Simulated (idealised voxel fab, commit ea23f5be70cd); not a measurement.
process module | voxel transistor to metal
cross-section cut | 180 nm wide | cells 5 nm
A cross-section is a grid of square cells, given in bands from the top down. A band is one or more rows of cells.
Each band's line starts with the height of the band's top and of its bottom, in nm. Then come its materials from left to right, each with its width in nm. One material with "throughout" fills the band from edge to edge. "air" is empty space.
Height 0 is the level under which the wafer as received is all one material. The lowest band goes on downwards, as in "0 down".
A width such as "30 to 40" changes by the same amount from each row of cells to the next, from the band's top row to its bottom row.
"no change" after a step means that no cell of the cross-section changed.
closed voids: empty space of 8 cells or more with no open way to the top, each as width x height at its distance from the left edge, in nm
after a step's settings: what the simulator itself notes on the step
overlay nm, on a step with a mask: how far to the right of its planned place the mask lay; to the left if negative
plan
1 op RECEIVE | material Si
2 op CONFORMAL_DEP | material SiO2 | thk nm 5
3 op CONFORMAL_DEP | material SiN | thk nm 10
4 op MASKED_ETCH | tone cover | mask id ACTIVE | width nm 110 | etch materials SiN | depth nm 10 | overlay nm 0
5 op MASKED_ETCH | tone cover | mask id ACTIVE | width nm 110 | etch materials SiO2 | depth nm 5 | overlay nm 0
6 op MASKED_ETCH | tone cover | mask id ACTIVE | width nm 110 | etch materials Si | depth nm 20 | overlay nm 0
7 op OXIDIZE | depth nm 5
8 op FILL_DEP | material SiO2 | thk nm 10
9 op CMP | height nm 15
10 op SELECTIVE_ETCH | etch materials SiO2 | depth nm 10
11 op STRIP | etch materials SiN
12 op SELECTIVE_ETCH | etch materials SiO2 | depth nm 5
13 op OXIDIZE | depth nm 5
14 op DIRECTIONAL_DEP | material polySi | thk nm 30
15 op DIRECTIONAL_DEP | material SiCN | thk nm 10
16 op MASKED_ETCH | tone cover | mask id GATE | width nm 20 | etch materials SiCN | depth nm 20 | overlay nm 0
17 op MASKED_ETCH | tone cover | mask id GATE | width nm 20 | etch materials polySi | depth nm 40 | overlay nm 0
18 op CONFORMAL_DEP | material SiN | thk nm 5
19 op DIRECTIONAL_ETCH | etch materials SiN | depth nm 5
20 op DIRECTIONAL_ETCH | etch materials SiO2 | depth nm 5
21 op DIRECTIONAL_ETCH | etch materials Si | depth nm 5
22 op EPI | material pSi | thk nm 5
23 op FILL_DEP | material SiO2 | thk nm 10
24 op CMP | height nm 40
25 op DIRECTIONAL_DEP | material SiO2 | thk nm 10
26 op MASKED_ETCH | tone open | mask id CONTACT | width nm 30 | pitch nm 60 | etch materials SiO2 | depth nm 55 | overlay nm 0
27 op CONFORMAL_DEP | material TiN | thk nm 5
28 op FILL_DEP | material Ru | thk nm 5
29 op CMP | height nm 50
30 op CONFORMAL_DEP | material SiCN | thk nm 5
31 op DIRECTIONAL_DEP | material SiO2 | thk nm 20
32 op PATTERN | tone open | mask id METAL_1 | material resist | width nm 15 | pitch nm 75 | thk nm 15 | overlay nm 0
33 op DIRECTIONAL_ETCH | etch materials SiO2 | depth nm 20
34 op DIRECTIONAL_ETCH | etch materials SiCN | depth nm 5
35 op STRIP | etch materials resist
36 op CONFORMAL_DEP | material TiN | thk nm 5
37 op FILL_DEP | material Cu | thk nm 5
38 op CMP | height nm 75
39 op CONFORMAL_DEP | material SiCN | thk nm 5
40 op DIRECTIONAL_DEP | material SiO2 | thk nm 35
41 op PATTERN | tone open | mask id METAL_2 | material resist | width nm 15 | pitch nm 75 | thk nm 15 | overlay nm 0
42 op DIRECTIONAL_ETCH | etch materials SiO2 | depth nm 20
43 op STRIP | etch materials resist
44 op DIRECTIONAL_DEP | material aC | thk nm 15
45 op PATTERN | tone open | mask id METAL_2_HOLES | material resist | width nm 15 | pitch nm 75 | thk nm 30 | overlay nm 0
46 op DIRECTIONAL_ETCH | etch materials aC | depth nm 15
47 op STRIP | etch materials resist
48 op DIRECTIONAL_ETCH | etch materials SiO2 | depth nm 15
49 op DIRECTIONAL_ETCH | etch materials SiCN | depth nm 5
50 op STRIP | etch materials aC
51 op CONFORMAL_DEP | material TiN | thk nm 5
52 op FILL_DEP | material Ru | thk nm 5
53 op CMP | height nm 115
54 op CONFORMAL_DEP | material SiN | thk nm 5
first wafer, as planned
as received, after step 1
  0 down: Si throughout
  closed voids: none
after step 2
  5 to 0: SiO2 throughout
  below 0: unchanged
after step 3
  15 to 5: SiN throughout
  below 5: unchanged
after step 4
  15 to 5: air 35 | SiN 110 | air 35
  below 5: unchanged
after step 5
  15 to 5: air 35 | SiN 110 | air 35
  5 to 0: air 35 | SiO2 110 | air 35
  below 0: unchanged
after step 6
  15 to 5: air 35 | SiN 110 | air 35
  5 to 0: air 35 | SiO2 110 | air 35
  0 to -20: air 35 | Si 110 | air 35
  below -20: unchanged
after step 7
  15 to 5: air 35 | SiN 110 | air 35
  5 to 0: air 35 | SiO2 110 | air 35
  0 to -20: air 35 | SiO2 5 | Si 100 | SiO2 5 | air 35
  -20 to -25: SiO2 40 | Si 100 | SiO2 40
  below -25: unchanged
after step 8
  25 to 15: SiO2 throughout
  15 to 5: SiO2 35 | SiN 110 | SiO2 35
  5 to 0: SiO2 throughout
  0 to -25: SiO2 40 | Si 100 | SiO2 40
  below -25: unchanged
after step 9
  15 to 5: SiO2 35 | SiN 110 | SiO2 35
  below 5: unchanged
after step 10
  15 to 5: air 35 | SiN 110 | air 35
  below 5: unchanged
after step 11
  5 to 0: SiO2 throughout
  below 0: unchanged
after step 12
  0 to -25: SiO2 40 | Si 100 | SiO2 40
  below -25: unchanged
after step 13
  0 to -5: SiO2 throughout
  below -5: unchanged
after step 14
  30 to 0: polySi throughout
  below 0: unchanged
after step 15
  40 to 30: SiCN throughout
  below 30: unchanged
after step 16
  40 to 30: air 80 | SiCN 20 | air 80
  below 30: unchanged
after step 17
  40 to 30: air 80 | SiCN 20 | air 80
  30 to 0: air 80 | polySi 20 | air 80
  below 0: unchanged
after step 18
  45 to 40: air 75 | SiN 30 | air 75
  40 to 30: air 75 | SiN 5 | SiCN 20 | SiN 5 | air 75
  30 to 5: air 75 | SiN 5 | polySi 20 | SiN 5 | air 75
  5 to 0: SiN 80 | polySi 20 | SiN 80
  below 0: unchanged
after step 19
  40 to 30: air 75 | SiN 5 | SiCN 20 | SiN 5 | air 75
  30 to 0: air 75 | SiN 5 | polySi 20 | SiN 5 | air 75
  below 0: unchanged
after step 20
  40 to 30: air 75 | SiN 5 | SiCN 20 | SiN 5 | air 75
  30 to 0: air 75 | SiN 5 | polySi 20 | SiN 5 | air 75
  0 to -5: air 75 | SiO2 30 | air 75
  below -5: unchanged
after step 21
  40 to 30: air 75 | SiN 5 | SiCN 20 | SiN 5 | air 75
  30 to 0: air 75 | SiN 5 | polySi 20 | SiN 5 | air 75
  0 to -5: air 75 | SiO2 30 | air 75
  -5 to -10: SiO2 40 | air 35 | Si 30 | air 35 | SiO2 40
  below -10: unchanged
after step 22
  40 to 30: air 75 | SiN 5 | SiCN 20 | SiN 5 | air 75
  30 to 0: air 75 | SiN 5 | polySi 20 | SiN 5 | air 75
  0 to -5: air 70 | pSi 5 | SiO2 30 | pSi 5 | air 70
  -5 to -10: SiO2 40 | pSi 35 | Si 30 | pSi 35 | SiO2 40
  below -10: unchanged
after step 23
  50 to 40: SiO2 throughout
  40 to 30: SiO2 75 | SiN 5 | SiCN 20 | SiN 5 | SiO2 75
  30 to 0: SiO2 75 | SiN 5 | polySi 20 | SiN 5 | SiO2 75
  0 to -5: SiO2 70 | pSi 5 | SiO2 30 | pSi 5 | SiO2 70
  below -5: unchanged
after step 24
  40 to 30: SiO2 75 | SiN 5 | SiCN 20 | SiN 5 | SiO2 75
  below 30: unchanged
after step 25
  50 to 40: SiO2 throughout
  below 40: unchanged
after step 26
  50 to 40: SiO2 45 | air 30 | SiO2 30 | air 30 | SiO2 45
  40 to 30: SiO2 45 | air 30 | SiN 5 | SiCN 20 | SiN 5 | air 30 | SiO2 45
  30 to 0: SiO2 45 | air 30 | SiN 5 | polySi 20 | SiN 5 | air 30 | SiO2 45
  0 to -5: SiO2 45 | air 25 | pSi 5 | SiO2 30 | pSi 5 | air 25 | SiO2 45
  below -5: unchanged
after step 27
  55 to 50: TiN 50 | air 20 | TiN 40 | air 20 | TiN 50
  50 to 40: SiO2 45 | TiN 5 | air 20 | TiN 5 | SiO2 30 | TiN 5 | air 20 | TiN 5 | SiO2 45
  40 to 30: SiO2 45 | TiN 5 | air 20 | TiN 5 | SiN 5 | SiCN 20 | SiN 5 | TiN 5 | air 20 | TiN 5 | SiO2 45
  30 to 5: SiO2 45 | TiN 5 | air 20 | TiN 5 | SiN 5 | polySi 20 | SiN 5 | TiN 5 | air 20 | TiN 5 | SiO2 45
  5 to 0: SiO2 45 | TiN 5 | air 15 | TiN 10 | SiN 5 | polySi 20 | SiN 5 | TiN 10 | air 15 | TiN 5 | SiO2 45
  0 to -5: SiO2 45 | TiN 25 | pSi 5 | SiO2 30 | pSi 5 | TiN 25 | SiO2 45
  below -5: unchanged
after step 28
  60 to 55: Ru throughout
  55 to 50: TiN 50 | Ru 20 | TiN 40 | Ru 20 | TiN 50
  50 to 40: SiO2 45 | TiN 5 | Ru 20 | TiN 5 | SiO2 30 | TiN 5 | Ru 20 | TiN 5 | SiO2 45
  40 to 30: SiO2 45 | TiN 5 | Ru 20 | TiN 5 | SiN 5 | SiCN 20 | SiN 5 | TiN 5 | Ru 20 | TiN 5 | SiO2 45
  30 to 5: SiO2 45 | TiN 5 | Ru 20 | TiN 5 | SiN 5 | polySi 20 | SiN 5 | TiN 5 | Ru 20 | TiN 5 | SiO2 45
  5 to 0: SiO2 45 | TiN 5 | Ru 15 | TiN 10 | SiN 5 | polySi 20 | SiN 5 | TiN 10 | Ru 15 | TiN 5 | SiO2 45
  below 0: unchanged
after step 29
  50 to 40: SiO2 45 | TiN 5 | Ru 20 | TiN 5 | SiO2 30 | TiN 5 | Ru 20 | TiN 5 | SiO2 45
  below 40: unchanged
after step 30
  55 to 50: SiCN throughout
  below 50: unchanged
after step 31
  75 to 55: SiO2 throughout
  below 55: unchanged
after step 32
  90 to 75: resist 45 | air 15 | resist 60 | air 15 | resist 45
  below 75: unchanged
after step 33
  90 to 75: resist 45 | air 15 | resist 60 | air 15 | resist 45
  75 to 55: SiO2 45 | air 15 | SiO2 60 | air 15 | SiO2 45
  below 55: unchanged
after step 34
  90 to 75: resist 45 | air 15 | resist 60 | air 15 | resist 45
  75 to 55: SiO2 45 | air 15 | SiO2 60 | air 15 | SiO2 45
  55 to 50: SiCN 45 | air 15 | SiCN 60 | air 15 | SiCN 45
  below 50: unchanged
after step 35
  75 to 55: SiO2 45 | air 15 | SiO2 60 | air 15 | SiO2 45
  below 55: unchanged
after step 36
  80 to 75: TiN 50 | air 5 | TiN 70 | air 5 | TiN 50
  75 to 55: SiO2 45 | TiN 5 | air 5 | TiN 5 | SiO2 60 | TiN 5 | air 5 | TiN 5 | SiO2 45
  55 to 50: SiCN 45 | TiN 15 | SiCN 60 | TiN 15 | SiCN 45
  below 50: unchanged
after step 37
  85 to 80: Cu throughout
  80 to 75: TiN 50 | Cu 5 | TiN 70 | Cu 5 | TiN 50
  75 to 55: SiO2 45 | TiN 5 | Cu 5 | TiN 5 | SiO2 60 | TiN 5 | Cu 5 | TiN 5 | SiO2 45
  below 55: unchanged
after step 38
  75 to 55: SiO2 45 | TiN 5 | Cu 5 | TiN 5 | SiO2 60 | TiN 5 | Cu 5 | TiN 5 | SiO2 45
  below 55: unchanged
after step 39
  80 to 75: SiCN throughout
  below 75: unchanged
after step 40
  115 to 80: SiO2 throughout
  below 80: unchanged
after step 41
  130 to 115: resist 45 | air 15 | resist 60 | air 15 | resist 45
  below 115: unchanged
after step 42
  130 to 115: resist 45 | air 15 | resist 60 | air 15 | resist 45
  115 to 95: SiO2 45 | air 15 | SiO2 60 | air 15 | SiO2 45
  below 95: unchanged
after step 43
  115 to 95: SiO2 45 | air 15 | SiO2 60 | air 15 | SiO2 45
  below 95: unchanged
after step 44
  130 to 115: aC 45 | air 15 | aC 60 | air 15 | aC 45
  115 to 110: SiO2 45 | air 15 | SiO2 60 | air 15 | SiO2 45
  110 to 95: SiO2 45 | aC 15 | SiO2 60 | aC 15 | SiO2 45
  below 95: unchanged
after step 45
  160 to 130: resist 45 | air 15 | resist 60 | air 15 | resist 45
  below 130: unchanged
after step 46
  145 to 130: resist 45 | air 15 | resist 60 | air 15 | resist 45
  130 to 115: aC 45 | air 15 | aC 60 | air 15 | aC 45
  115 to 95: SiO2 45 | air 15 | SiO2 60 | air 15 | SiO2 45
  below 95: unchanged
after step 47
  130 to 115: aC 45 | air 15 | aC 60 | air 15 | aC 45
  below 115: unchanged
after step 48
  130 to 115: aC 45 | air 15 | aC 60 | air 15 | aC 45
  115 to 80: SiO2 45 | air 15 | SiO2 60 | air 15 | SiO2 45
  below 80: unchanged
after step 49
  130 to 115: aC 45 | air 15 | aC 60 | air 15 | aC 45
  115 to 80: SiO2 45 | air 15 | SiO2 60 | air 15 | SiO2 45
  80 to 75: SiCN 45 | air 15 | SiCN 60 | air 15 | SiCN 45
  below 75: unchanged
after step 50
  115 to 80: SiO2 45 | air 15 | SiO2 60 | air 15 | SiO2 45
  below 80: unchanged
after step 51
  120 to 115: TiN 50 | air 5 | TiN 70 | air 5 | TiN 50
  115 to 80: SiO2 45 | TiN 5 | air 5 | TiN 5 | SiO2 60 | TiN 5 | air 5 | TiN 5 | SiO2 45
  80 to 75: SiCN 45 | TiN 15 | SiCN 60 | TiN 15 | SiCN 45
  below 75: unchanged
after step 52
  125 to 120: Ru throughout
  120 to 115: TiN 50 | Ru 5 | TiN 70 | Ru 5 | TiN 50
  115 to 80: SiO2 45 | TiN 5 | Ru 5 | TiN 5 | SiO2 60 | TiN 5 | Ru 5 | TiN 5 | SiO2 45
  below 80: unchanged
after step 53
  115 to 80: SiO2 45 | TiN 5 | Ru 5 | TiN 5 | SiO2 60 | TiN 5 | Ru 5 | TiN 5 | SiO2 45
  below 80: unchanged
after step 54
  120 to 115: SiN throughout
  below 115: unchanged
second wafer: like start, like plan, one mistake. Through step 1 it matches the first wafer
when step 2 should have ended: no change
when step 3 should have ended
  10 to 0: SiN throughout
  below 0: unchanged
when step 4 should have ended
  10 to 0: air 35 | SiN 110 | air 35
  below 0: unchanged
when step 5 should have ended: no change
when step 6 should have ended
  10 to 0: air 35 | SiN 110 | air 35
  0 to -20: air 35 | Si 110 | air 35
  below -20: unchanged
when step 7 should have ended
  10 to 0: air 35 | SiN 110 | air 35
  0 to -20: air 35 | SiO2 5 | Si 100 | SiO2 5 | air 35
  -20 to -25: SiO2 40 | Si 100 | SiO2 40
  below -25: unchanged
when step 8 should have ended
  20 to 10: SiO2 throughout
  10 to 0: SiO2 35 | SiN 110 | SiO2 35
  0 to -25: SiO2 40 | Si 100 | SiO2 40
  below -25: unchanged
when step 9 should have ended
  15 to 10: SiO2 throughout
  below 10: unchanged
when step 10 should have ended
  10 to 5: air 35 | SiN 110 | air 35
  below 5: unchanged
when step 11 should have ended
  5 to 0: SiO2 35 | air 110 | SiO2 35
  below 0: unchanged
when step 12 should have ended
  0 to -5: SiO2 30 | air 10 | Si 100 | air 10 | SiO2 30
  below -5: unchanged
when step 13 should have ended
  0 to -5: SiO2 30 | air 10 | SiO2 100 | air 10 | SiO2 30
  -5 to -10: SiO2 45 | Si 90 | SiO2 45
  below -10: unchanged
when step 14 should have ended
  30 to 25: polySi 30 | air 10 | polySi 100 | air 10 | polySi 30
  25 to 0: polySi throughout
  0 to -5: SiO2 30 | polySi 10 | SiO2 100 | polySi 10 | SiO2 30
  below -5: unchanged
when step 15 should have ended
  40 to 35: SiCN 30 | air 10 | SiCN 100 | air 10 | SiCN 30
  35 to 30: SiCN throughout
  30 to 25: polySi 30 | SiCN 10 | polySi 100 | SiCN 10 | polySi 30
  below 25: unchanged
when step 16 should have ended
  40 to 30: air 80 | SiCN 20 | air 80
  30 to 25: polySi 30 | air 10 | polySi 100 | air 10 | polySi 30
  below 25: unchanged
when step 17 should have ended
  40 to 30: air 80 | SiCN 20 | air 80
  30 to 0: air 80 | polySi 20 | air 80
  0 to -5: SiO2 30 | air 10 | SiO2 100 | air 10 | SiO2 30
  below -5: unchanged
when step 18 should have ended
  45 to 40: air 75 | SiN 30 | air 75
  40 to 30: air 75 | SiN 5 | SiCN 20 | SiN 5 | air 75
  30 to 5: air 75 | SiN 5 | polySi 20 | SiN 5 | air 75
  5 to 0: SiN 80 | polySi 20 | SiN 80
  0 to -5: SiO2 30 | SiN 10 | SiO2 100 | SiN 10 | SiO2 30
  below -5: unchanged
when step 19 should have ended
  40 to 30: air 75 | SiN 5 | SiCN 20 | SiN 5 | air 75
  30 to 0: air 75 | SiN 5 | polySi 20 | SiN 5 | air 75
  below 0: unchanged
when step 20 should have ended
  40 to 30: air 75 | SiN 5 | SiCN 20 | SiN 5 | air 75
  30 to 0: air 75 | SiN 5 | polySi 20 | SiN 5 | air 75
  0 to -5: air 30 | SiN 10 | air 35 | SiO2 30 | air 35 | SiN 10 | air 30
  below -5: unchanged
when step 21 should have ended
  40 to 30: air 75 | SiN 5 | SiCN 20 | SiN 5 | air 75
  30 to 0: air 75 | SiN 5 | polySi 20 | SiN 5 | air 75
  0 to -5: air 30 | SiN 10 | air 35 | SiO2 30 | air 35 | SiN 10 | air 30
  -5 to -10: SiO2 45 | air 30 | Si 30 | air 30 | SiO2 45
  below -10: unchanged
when step 22 should have ended
  40 to 30: air 75 | SiN 5 | SiCN 20 | SiN 5 | air 75
  30 to 0: air 75 | SiN 5 | polySi 20 | SiN 5 | air 75
  0 to -5: air 30 | SiN 10 | air 30 | pSi 5 | SiO2 30 | pSi 5 | air 30 | SiN 10 | air 30
  -5 to -10: SiO2 45 | pSi 30 | Si 30 | pSi 30 | SiO2 45
  below -10: unchanged
when step 23 should have ended
  50 to 40: SiO2 throughout
  40 to 30: SiO2 75 | SiN 5 | SiCN 20 | SiN 5 | SiO2 75
  30 to 0: SiO2 75 | SiN 5 | polySi 20 | SiN 5 | SiO2 75
  0 to -5: SiO2 30 | SiN 10 | SiO2 30 | pSi 5 | SiO2 30 | pSi 5 | SiO2 30 | SiN 10 | SiO2 30
  below -5: unchanged
when step 24 should have ended
  40 to 30: SiO2 75 | SiN 5 | SiCN 20 | SiN 5 | SiO2 75
  below 30: unchanged
when step 25 should have ended
  50 to 40: SiO2 throughout
  below 40: unchanged
when step 26 should have ended
  50 to 40: SiO2 45 | air 30 | SiO2 30 | air 30 | SiO2 45
  40 to 30: SiO2 45 | air 30 | SiN 5 | SiCN 20 | SiN 5 | air 30 | SiO2 45
  30 to 0: SiO2 45 | air 30 | SiN 5 | polySi 20 | SiN 5 | air 30 | SiO2 45
  0 to -5: SiO2 30 | SiN 10 | SiO2 5 | air 25 | pSi 5 | SiO2 30 | pSi 5 | air 25 | SiO2 5 | SiN 10 | SiO2 30
  below -5: unchanged
when step 27 should have ended
  55 to 50: TiN 50 | air 20 | TiN 40 | air 20 | TiN 50
  50 to 40: SiO2 45 | TiN 5 | air 20 | TiN 5 | SiO2 30 | TiN 5 | air 20 | TiN 5 | SiO2 45
  40 to 30: SiO2 45 | TiN 5 | air 20 | TiN 5 | SiN 5 | SiCN 20 | SiN 5 | TiN 5 | air 20 | TiN 5 | SiO2 45
  30 to 5: SiO2 45 | TiN 5 | air 20 | TiN 5 | SiN 5 | polySi 20 | SiN 5 | TiN 5 | air 20 | TiN 5 | SiO2 45
  5 to 0: SiO2 45 | TiN 5 | air 15 | TiN 10 | SiN 5 | polySi 20 | SiN 5 | TiN 10 | air 15 | TiN 5 | SiO2 45
  0 to -5: SiO2 30 | SiN 10 | SiO2 5 | TiN 25 | pSi 5 | SiO2 30 | pSi 5 | TiN 25 | SiO2 5 | SiN 10 | SiO2 30
  below -5: unchanged
when step 28 should have ended
  60 to 55: Ru throughout
  55 to 50: TiN 50 | Ru 20 | TiN 40 | Ru 20 | TiN 50
  50 to 40: SiO2 45 | TiN 5 | Ru 20 | TiN 5 | SiO2 30 | TiN 5 | Ru 20 | TiN 5 | SiO2 45
  40 to 30: SiO2 45 | TiN 5 | Ru 20 | TiN 5 | SiN 5 | SiCN 20 | SiN 5 | TiN 5 | Ru 20 | TiN 5 | SiO2 45
  30 to 5: SiO2 45 | TiN 5 | Ru 20 | TiN 5 | SiN 5 | polySi 20 | SiN 5 | TiN 5 | Ru 20 | TiN 5 | SiO2 45
  5 to 0: SiO2 45 | TiN 5 | Ru 15 | TiN 10 | SiN 5 | polySi 20 | SiN 5 | TiN 10 | Ru 15 | TiN 5 | SiO2 45
  below 0: unchanged
when step 29 should have ended
  50 to 40: SiO2 45 | TiN 5 | Ru 20 | TiN 5 | SiO2 30 | TiN 5 | Ru 20 | TiN 5 | SiO2 45
  below 40: unchanged
when step 30 should have ended
  55 to 50: SiCN throughout
  below 50: unchanged
when step 31 should have ended
  75 to 55: SiO2 throughout
  below 55: unchanged
when step 32 should have ended
  90 to 75: resist 45 | air 15 | resist 60 | air 15 | resist 45
  below 75: unchanged
when step 33 should have ended
  90 to 75: resist 45 | air 15 | resist 60 | air 15 | resist 45
  75 to 55: SiO2 45 | air 15 | SiO2 60 | air 15 | SiO2 45
  below 55: unchanged
when step 34 should have ended
  90 to 75: resist 45 | air 15 | resist 60 | air 15 | resist 45
  75 to 55: SiO2 45 | air 15 | SiO2 60 | air 15 | SiO2 45
  55 to 50: SiCN 45 | air 15 | SiCN 60 | air 15 | SiCN 45
  below 50: unchanged
when step 35 should have ended
  75 to 55: SiO2 45 | air 15 | SiO2 60 | air 15 | SiO2 45
  below 55: unchanged
when step 36 should have ended
  80 to 75: TiN 50 | air 5 | TiN 70 | air 5 | TiN 50
  75 to 55: SiO2 45 | TiN 5 | air 5 | TiN 5 | SiO2 60 | TiN 5 | air 5 | TiN 5 | SiO2 45
  55 to 50: SiCN 45 | TiN 15 | SiCN 60 | TiN 15 | SiCN 45
  below 50: unchanged
when step 37 should have ended
  85 to 80: Cu throughout
  80 to 75: TiN 50 | Cu 5 | TiN 70 | Cu 5 | TiN 50
  75 to 55: SiO2 45 | TiN 5 | Cu 5 | TiN 5 | SiO2 60 | TiN 5 | Cu 5 | TiN 5 | SiO2 45
  below 55: unchanged
when step 38 should have ended
  75 to 55: SiO2 45 | TiN 5 | Cu 5 | TiN 5 | SiO2 60 | TiN 5 | Cu 5 | TiN 5 | SiO2 45
  below 55: unchanged
when step 39 should have ended
  80 to 75: SiCN throughout
  below 75: unchanged
when step 40 should have ended
  115 to 80: SiO2 throughout
  below 80: unchanged
when step 41 should have ended
  130 to 115: resist 45 | air 15 | resist 60 | air 15 | resist 45
  below 115: unchanged
when step 42 should have ended
  130 to 115: resist 45 | air 15 | resist 60 | air 15 | resist 45
  115 to 95: SiO2 45 | air 15 | SiO2 60 | air 15 | SiO2 45
  below 95: unchanged
when step 43 should have ended
  115 to 95: SiO2 45 | air 15 | SiO2 60 | air 15 | SiO2 45
  below 95: unchanged
when step 44 should have ended
  130 to 115: aC 45 | air 15 | aC 60 | air 15 | aC 45
  115 to 110: SiO2 45 | air 15 | SiO2 60 | air 15 | SiO2 45
  110 to 95: SiO2 45 | aC 15 | SiO2 60 | aC 15 | SiO2 45
  below 95: unchanged
when step 45 should have ended
  160 to 130: resist 45 | air 15 | resist 60 | air 15 | resist 45
  below 130: unchanged
when step 46 should have ended
  145 to 130: resist 45 | air 15 | resist 60 | air 15 | resist 45
  130 to 115: aC 45 | air 15 | aC 60 | air 15 | aC 45
  115 to 95: SiO2 45 | air 15 | SiO2 60 | air 15 | SiO2 45
  below 95: unchanged
when step 47 should have ended
  130 to 115: aC 45 | air 15 | aC 60 | air 15 | aC 45
  below 115: unchanged
when step 48 should have ended
  130 to 115: aC 45 | air 15 | aC 60 | air 15 | aC 45
  115 to 80: SiO2 45 | air 15 | SiO2 60 | air 15 | SiO2 45
  below 80: unchanged
when step 49 should have ended
  130 to 115: aC 45 | air 15 | aC 60 | air 15 | aC 45
  115 to 80: SiO2 45 | air 15 | SiO2 60 | air 15 | SiO2 45
  80 to 75: SiCN 45 | air 15 | SiCN 60 | air 15 | SiCN 45
  below 75: unchanged
when step 50 should have ended
  115 to 80: SiO2 45 | air 15 | SiO2 60 | air 15 | SiO2 45
  below 80: unchanged
when step 51 should have ended
  120 to 115: TiN 50 | air 5 | TiN 70 | air 5 | TiN 50
  115 to 80: SiO2 45 | TiN 5 | air 5 | TiN 5 | SiO2 60 | TiN 5 | air 5 | TiN 5 | SiO2 45
  80 to 75: SiCN 45 | TiN 15 | SiCN 60 | TiN 15 | SiCN 45
  below 75: unchanged
when step 52 should have ended
  125 to 120: Ru throughout
  120 to 115: TiN 50 | Ru 5 | TiN 70 | Ru 5 | TiN 50
  115 to 80: SiO2 45 | TiN 5 | Ru 5 | TiN 5 | SiO2 60 | TiN 5 | Ru 5 | TiN 5 | SiO2 45
  below 80: unchanged
when step 53 should have ended
  115 to 80: SiO2 45 | TiN 5 | Ru 5 | TiN 5 | SiO2 60 | TiN 5 | Ru 5 | TiN 5 | SiO2 45
  below 80: unchanged
when step 54 should have ended
  120 to 115: SiN throughout
  below 115: unchanged
what went wrong: step 2 was left out
at the end the second wafer has, in cells: 4 more of SiN | 2 fewer of SiO2 | 2 fewer of pSi
